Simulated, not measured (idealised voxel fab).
process module | voxel self aligned vias
cross-section cut | 235 nm wide | cells 5 nm
A cross-section is a grid of square cells, given in bands from the top down. A band is one or more rows of cells.
Each band's line starts with the height of the band's top and of its bottom, in nm. Then come its materials from left to right, each with its width in nm. One material with "throughout" fills the band from edge to edge. "air" is empty space.
Height 0 is the level under which the wafer as received is all one material. The lowest band goes on downwards, as in "0 down".
A width such as "30 to 40" changes by the same amount from each row of cells to the next, from the band's top row to its bottom row.
"no change" after a step means that no cell of the cross-section changed.
closed voids: empty space of 8 cells or more with no open way to the top, each as width x height at its distance from the left edge, in nm
after a step's settings: what the simulator itself notes on the step
overlay nm, on a step with a mask: how far to the right of its planned place the mask lay; to the left if negative
plan
1 op RECEIVE | material Si
2 op CONFORMAL_DEP | material SiO2 | thk nm 10
3 op CONFORMAL_DEP | material SiCN | thk nm 5
4 op DIRECTIONAL_DEP | material SiO2 | thk nm 30
5 op MASKED_ETCH | tone open | mask id LINES | width nm 25 | pitch nm 70 | etch materials SiO2 | depth nm 30 | overlay nm 0
6 op CONFORMAL_DEP | material TiN | thk nm 5
7 op FILL_DEP | material Ru | thk nm 5
8 op CMP | height nm 45
9 op SELECTIVE_ETCH | etch materials W Ru TiN | depth nm 10
10 op FILL_DEP | material SiN | thk nm 10
11 op CMP | height nm 45
12 op DIRECTIONAL_DEP | material SiO2 | thk nm 15
13 op DIRECTIONAL_DEP | material aC | thk nm 10
14 op PATTERN | tone open | mask id VIAS | material resist | width nm 45 | pitch nm 70 | thk nm 30 | overlay nm 0
15 op DIRECTIONAL_ETCH | etch materials aC | depth nm 10
16 op STRIP | etch materials resist
17 op DIRECTIONAL_ETCH | etch materials SiO2 | depth nm 15
18 op DIRECTIONAL_ETCH | etch materials SiN | depth nm 10
19 op STRIP | etch materials aC
20 op CONFORMAL_DEP | material TiN | thk nm 5
21 op FILL_DEP | material W | thk nm 10
22 op CMP | height nm 60
23 op CONFORMAL_DEP | material SiN | thk nm 5
first wafer, as planned
as received, after step 1
  0 down: Si throughout
  closed voids: none
after step 2
  10 to 0: SiO2 throughout
  below 0: unchanged
after step 3
  15 to 10: SiCN throughout
  below 10: unchanged
after step 4
  45 to 15: SiO2 throughout
  below 15: unchanged
after step 5
  45 to 15: SiO2 70 | air 25 | SiO2 45 | air 25 | SiO2 70
  below 15: unchanged
after step 6
  50 to 45: TiN 75 | air 15 | TiN 55 | air 15 | TiN 75
  45 to 20: SiO2 70 | TiN 5 | air 15 | TiN 5 | SiO2 45 | TiN 5 | air 15 | TiN 5 | SiO2 70
  20 to 15: SiO2 70 | TiN 25 | SiO2 45 | TiN 25 | SiO2 70
  below 15: unchanged
after step 7
  55 to 50: Ru throughout
  50 to 45: TiN 75 | Ru 15 | TiN 55 | Ru 15 | TiN 75
  45 to 20: SiO2 70 | TiN 5 | Ru 15 | TiN 5 | SiO2 45 | TiN 5 | Ru 15 | TiN 5 | SiO2 70
  below 20: unchanged
after step 8
  45 to 20: SiO2 70 | TiN 5 | Ru 15 | TiN 5 | SiO2 45 | TiN 5 | Ru 15 | TiN 5 | SiO2 70
  below 20: unchanged
after step 9
  45 to 35: SiO2 70 | air 25 | SiO2 45 | air 25 | SiO2 70
  below 35: unchanged
after step 10
  55 to 45: SiN throughout
  45 to 35: SiO2 70 | SiN 25 | SiO2 45 | SiN 25 | SiO2 70
  below 35: unchanged
after step 11
  45 to 35: SiO2 70 | SiN 25 | SiO2 45 | SiN 25 | SiO2 70
  below 35: unchanged
after step 12
  60 to 45: SiO2 throughout
  below 45: unchanged
after step 13
  70 to 60: aC throughout
  below 60: unchanged
after step 14
  100 to 70: resist 60 | air 45 | resist 25 | air 45 | resist 60
  below 70: unchanged
after step 15
  90 to 70: resist 60 | air 45 | resist 25 | air 45 | resist 60
  70 to 60: aC 60 | air 45 | aC 25 | air 45 | aC 60
  below 60: unchanged
after step 16
  70 to 60: aC 60 | air 45 | aC 25 | air 45 | aC 60
  below 60: unchanged
after step 17
  70 to 60: aC 60 | air 45 | aC 25 | air 45 | aC 60
  60 to 45: SiO2 60 | air 45 | SiO2 25 | air 45 | SiO2 60
  below 45: unchanged
after step 18
  70 to 60: aC 60 | air 45 | aC 25 | air 45 | aC 60
  60 to 45: SiO2 60 | air 45 | SiO2 25 | air 45 | SiO2 60
  45 to 35: SiO2 70 | air 25 | SiO2 45 | air 25 | SiO2 70
  below 35: unchanged
after step 19
  60 to 45: SiO2 60 | air 45 | SiO2 25 | air 45 | SiO2 60
  below 45: unchanged
after step 20
  65 to 60: TiN 65 | air 35 | TiN 35 | air 35 | TiN 65
  60 to 50: SiO2 60 | TiN 5 | air 35 | TiN 5 | SiO2 25 | TiN 5 | air 35 | TiN 5 | SiO2 60
  50 to 40: SiO2 60 to 70 | TiN 15 to 5 | air 15 | TiN 15 to 5 | SiO2 25 to 45 | TiN 15 to 5 | air 15 | TiN 15 to 5 | SiO2 60 to 70
  40 to 35: SiO2 70 | TiN 25 | SiO2 45 | TiN 25 | SiO2 70
  below 35: unchanged
after step 21
  75 to 65: W throughout
  65 to 60: TiN 65 | W 35 | TiN 35 | W 35 | TiN 65
  60 to 50: SiO2 60 | TiN 5 | W 35 | TiN 5 | SiO2 25 | TiN 5 | W 35 | TiN 5 | SiO2 60
  50 to 40: SiO2 60 to 70 | TiN 15 to 5 | W 15 | TiN 15 to 5 | SiO2 25 to 45 | TiN 15 to 5 | W 15 | TiN 15 to 5 | SiO2 60 to 70
  below 40: unchanged
after step 22
  60 to 50: SiO2 60 | TiN 5 | W 35 | TiN 5 | SiO2 25 | TiN 5 | W 35 | TiN 5 | SiO2 60
  below 50: unchanged
after step 23
  65 to 60: SiN throughout
  below 60: unchanged
second wafer: like start, like plan, one mistake. Through step 4 it matches the first wafer
when step 5 should have ended
  45 to 15: SiO2 65 | air 35 | SiO2 35 | air 35 | SiO2 65
  below 15: unchanged
when step 6 should have ended
  50 to 45: TiN 70 | air 25 | TiN 45 | air 25 | TiN 70
  45 to 20: SiO2 65 | TiN 5 | air 25 | TiN 5 | SiO2 35 | TiN 5 | air 25 | TiN 5 | SiO2 65
  20 to 15: SiO2 65 | TiN 35 | SiO2 35 | TiN 35 | SiO2 65
  below 15: unchanged
when step 7 should have ended
  55 to 50: Ru throughout
  50 to 45: TiN 70 | Ru 25 | TiN 45 | Ru 25 | TiN 70
  45 to 20: SiO2 65 | TiN 5 | Ru 25 | TiN 5 | SiO2 35 | TiN 5 | Ru 25 | TiN 5 | SiO2 65
  below 20: unchanged
when step 8 should have ended
  45 to 20: SiO2 65 | TiN 5 | Ru 25 | TiN 5 | SiO2 35 | TiN 5 | Ru 25 | TiN 5 | SiO2 65
  below 20: unchanged
when step 9 should have ended
  45 to 35: SiO2 65 | air 35 | SiO2 35 | air 35 | SiO2 65
  below 35: unchanged
when step 10 should have ended
  55 to 45: SiN throughout
  45 to 35: SiO2 65 | SiN 35 | SiO2 35 | SiN 35 | SiO2 65
  below 35: unchanged
when step 11 should have ended
  45 to 35: SiO2 65 | SiN 35 | SiO2 35 | SiN 35 | SiO2 65
  below 35: unchanged
when step 12 should have ended
  60 to 45: SiO2 throughout
  below 45: unchanged
when step 13 should have ended
  70 to 60: aC throughout
  below 60: unchanged
when step 14 should have ended
  100 to 70: resist 60 | air 45 | resist 25 | air 45 | resist 60
  below 70: unchanged
when step 15 should have ended
  90 to 70: resist 60 | air 45 | resist 25 | air 45 | resist 60
  70 to 60: aC 60 | air 45 | aC 25 | air 45 | aC 60
  below 60: unchanged
when step 16 should have ended
  70 to 60: aC 60 | air 45 | aC 25 | air 45 | aC 60
  below 60: unchanged
when step 17 should have ended
  70 to 60: aC 60 | air 45 | aC 25 | air 45 | aC 60
  60 to 45: SiO2 60 | air 45 | SiO2 25 | air 45 | SiO2 60
  below 45: unchanged
when step 18 should have ended
  70 to 60: aC 60 | air 45 | aC 25 | air 45 | aC 60
  60 to 45: SiO2 60 | air 45 | SiO2 25 | air 45 | SiO2 60
  45 to 35: SiO2 65 | air 35 | SiO2 35 | air 35 | SiO2 65
  below 35: unchanged
when step 19 should have ended
  60 to 45: SiO2 60 | air 45 | SiO2 25 | air 45 | SiO2 60
  below 45: unchanged
when step 20 should have ended
  65 to 60: TiN 65 | air 35 | TiN 35 | air 35 | TiN 65
  60 to 50: SiO2 60 | TiN 5 | air 35 | TiN 5 | SiO2 25 | TiN 5 | air 35 | TiN 5 | SiO2 60
  50 to 40: SiO2 60 to 65 | TiN 10 to 5 | air 25 | TiN 10 to 5 | SiO2 25 to 35 | TiN 10 to 5 | air 25 | TiN 10 to 5 | SiO2 60 to 65
  40 to 35: SiO2 65 | TiN 35 | SiO2 35 | TiN 35 | SiO2 65
  below 35: unchanged
when step 21 should have ended
  75 to 65: W throughout
  65 to 60: TiN 65 | W 35 | TiN 35 | W 35 | TiN 65
  60 to 50: SiO2 60 | TiN 5 | W 35 | TiN 5 | SiO2 25 | TiN 5 | W 35 | TiN 5 | SiO2 60
  50 to 40: SiO2 60 to 65 | TiN 10 to 5 | W 25 | TiN 10 to 5 | SiO2 25 to 35 | TiN 10 to 5 | W 25 | TiN 10 to 5 | SiO2 60 to 65
  below 40: unchanged
when step 22 should have ended
  60 to 50: SiO2 60 | TiN 5 | W 35 | TiN 5 | SiO2 25 | TiN 5 | W 35 | TiN 5 | SiO2 60
  below 50: unchanged
when step 23 should have ended
  65 to 60: SiN throughout
  below 60: unchanged
what went wrong: step 5 ran as: op MASKED_ETCH | tone open | mask id LINES | width nm 35 | pitch nm 70 | etch materials SiO2 | depth nm 30 | overlay nm 0
at the end the second wafer has, in cells: 12 more of Ru | 24 fewer of SiO2 | 4 more of TiN | 8 more of W
